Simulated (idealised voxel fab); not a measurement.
process module | voxel wiring stack
cross-section cut | 145 nm wide | cells 5 nm
A cross-section is a grid of square cells, given in bands from the top down. A band is one or more rows of cells.
Each band's line starts with the height of the band's top and of its bottom, in nm. Then come its materials from left to right, each with its width in nm. One material with "throughout" fills the band from edge to edge. "air" is empty space.
Height 0 is the level under which the wafer as received is all one material. The lowest band goes on downwards, as in "0 down".
A width such as "30 to 40" changes by the same amount from each row of cells to the next, from the band's top row to its bottom row.
"no change" after a step means that no cell of the cross-section changed.
closed voids: empty space of 8 cells or more with no open way to the top, each as width x height at its distance from the left edge, in nm
after a step's settings: what the simulator itself notes on the step
overlay nm, on a step with a mask: how far to the right of its planned place the mask lay; to the left if negative
plan
1 op RECEIVE | material Si
2 op CONFORMAL_DEP | material SiO2 | thk nm 15
3 op DIRECTIONAL_DEP | material TiN | thk nm 5
4 op DIRECTIONAL_DEP | material W | thk nm 15
5 op MASKED_ETCH | tone cover | mask id METAL_1 | width nm 20 | pitch nm 45 | etch materials W | depth nm 15 | overlay nm 0
6 op MASKED_ETCH | tone cover | mask id METAL_1 | width nm 20 | pitch nm 45 | etch materials TiN | depth nm 5 | overlay nm 0
7 op FILL_DEP | material lowk | thk nm 5
8 op CMP | height nm 35
9 op CONFORMAL_DEP | material SiCN | thk nm 5
10 op DIRECTIONAL_DEP | material lowk | thk nm 15
11 op DIRECTIONAL_DEP | material aC | thk nm 15
12 op PATTERN | tone open | mask id PLUG_1 | material resist | width nm 15 | thk nm 30 | overlay nm 0
13 op DIRECTIONAL_ETCH | etch materials aC | depth nm 15
14 op STRIP | etch materials resist
15 op DIRECTIONAL_ETCH | etch materials lowk | depth nm 15
16 op DIRECTIONAL_ETCH | etch materials SiCN | depth nm 5
17 op STRIP | etch materials aC
18 op CONFORMAL_DEP | material TiN | thk nm 5
19 op FILL_DEP | material Ru | thk nm 5
20 op CMP | height nm 55
21 op CONFORMAL_DEP | material SiN | thk nm 5
22 op DIRECTIONAL_DEP | material SiO2 | thk nm 15
23 op PATTERN | tone open | mask id METAL_2 | material resist | width nm 20 | pitch nm 45 | thk nm 20 | overlay nm 0
24 op DIRECTIONAL_ETCH | etch materials SiO2 | depth nm 15
25 op DIRECTIONAL_ETCH | etch materials SiN | depth nm 5
26 op STRIP | etch materials resist
27 op CONFORMAL_DEP | material TiN | thk nm 5
28 op FILL_DEP | material Ru | thk nm 10
29 op CMP | height nm 75
30 op CONFORMAL_DEP | material SiN | thk nm 5
as received, after step 1
  0 down: Si throughout
  closed voids: none
a wafer at the end: this start, this plan, one mistake
  80 to 75: SiN throughout
  75 to 70: TiN 45 | Ru 10 | TiN 35 | Ru 10 | TiN 45
  70 to 55: SiO2 40 | TiN 5 | Ru 10 | TiN 5 | SiO2 25 | TiN 5 | Ru 10 | TiN 5 | SiO2 40
  55 to 50: SiN 40 | TiN 20 | SiN 25 | TiN 20 | SiN 40
  50 to 40: lowk 40 | TiN 5 | Ru 5 | TiN 5 | lowk 90
  40 to 35: SiCN 40 | TiN 15 | SiCN 90
  35 to 20: lowk 40 | W 20 | lowk 25 | W 20 | lowk 40
  20 to 15: lowk 40 | TiN 20 | lowk 25 | TiN 20 | lowk 40
  15 to 0: SiO2 throughout
  0 down: Si throughout
  closed voids: none
what went wrong: step 20 ran as: op CMP | height nm 50
